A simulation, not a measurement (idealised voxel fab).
Name of the process module below: voxel released beams
Cross-sectional view cut (width: 295 nm; square cell size: 5 nm).
How to read a cross-section here: the picture is a grid of square cells, written as bands going from the top down, and any band can span one or more rows of cells.
The band entry comprises the height of the band's top followed by the height of its bottom, expressed in nm, and subsequently the band's materials from left to right, each stated together with its width in nm. Where a single material is marked with the word "all across", that material fills the band from edge to edge. The word "air" represents empty space.
Note: height 0 marks the level under which the wafer is uniformly one material as received. Lowest band unbounded below, written "0 -> down".
When a width is written as two numbers, as in "30 to 40", the first number is the width in the top row of cells of the band and the second is the width in its bottom row, and the width changes by the same amount from each row to the next.
"remains unaltered" after a step means that no cell of the cross-section changed.
"Enclosed void entries" means: voids of 8 cells or more that are shut off from the top with no open way through. Written width x height at distance, distance from the left edge, in nm.
On a step's line, text after the settings is the simulator commenting on that step.
"overlay nm" on a masked step: distance the mask lay right of its planned place, negative for left.
The steps planned for the process are as follows:
1. RECEIVE | material Si
2. CONFORMAL_DEP | material Al2O3 | thk nm 10
3. DIRECTIONAL_DEP | material SiO2 | thk nm 20
4. MASKED_ETCH | tone open | mask id ANCHOR | width nm 35 | etch materials SiO2 | depth nm 20 | overlay nm 0
5. CONFORMAL_DEP | material W | thk nm 10
6. DIRECTIONAL_DEP | material aC | thk nm 15
7. PATTERN | tone cover | mask id BEAM | material resist | width nm 115 | thk nm 35 | overlay nm 0
8. DIRECTIONAL_ETCH | etch materials aC | depth nm 15
9. STRIP | etch materials resist
10. DIRECTIONAL_ETCH | etch materials W | depth nm 10
11. STRIP | etch materials aC
12. STRIP | etch materials SiO2
Cross-section of the wafer at receipt, which is the condition after step 1:
	0 -> down | Si all across
	Enclosed void entries: none
Wafer cross-section at module end: first of two, run to plan:
	40 -> 30 | 85 nm air / 15 nm W / 15 nm air / 85 nm W / 95 nm air
	30 -> 20 | 90 nm air / 10 nm W / 15 nm air / 10 nm W / 170 nm air
	20 -> 10 | 90 nm air / 35 nm W / 170 nm air
	10 -> 0 | Al2O3 all across
	0 -> down | Si all across
	Enclosed void entries: none
Module end: cross-section of wafer two of two. Same start and process plan as the first wafer. One mistake during execution:
	40 -> 30 | 85 nm air / 115 nm W / 95 nm air
	30 -> 20 | Al2O3 all across
	20 -> 0 | SiO2 all across
	0 -> down | Si all across
	Enclosed void entries: none
Want to know what went wrong? steps 2 and 3: order swapped relative to plan
It is noted that, at the conclusion of processing, the second wafer exhibits a higher or lower cell count for certain materials relative to the first: SiO2: 236 more, W: 16 fewer
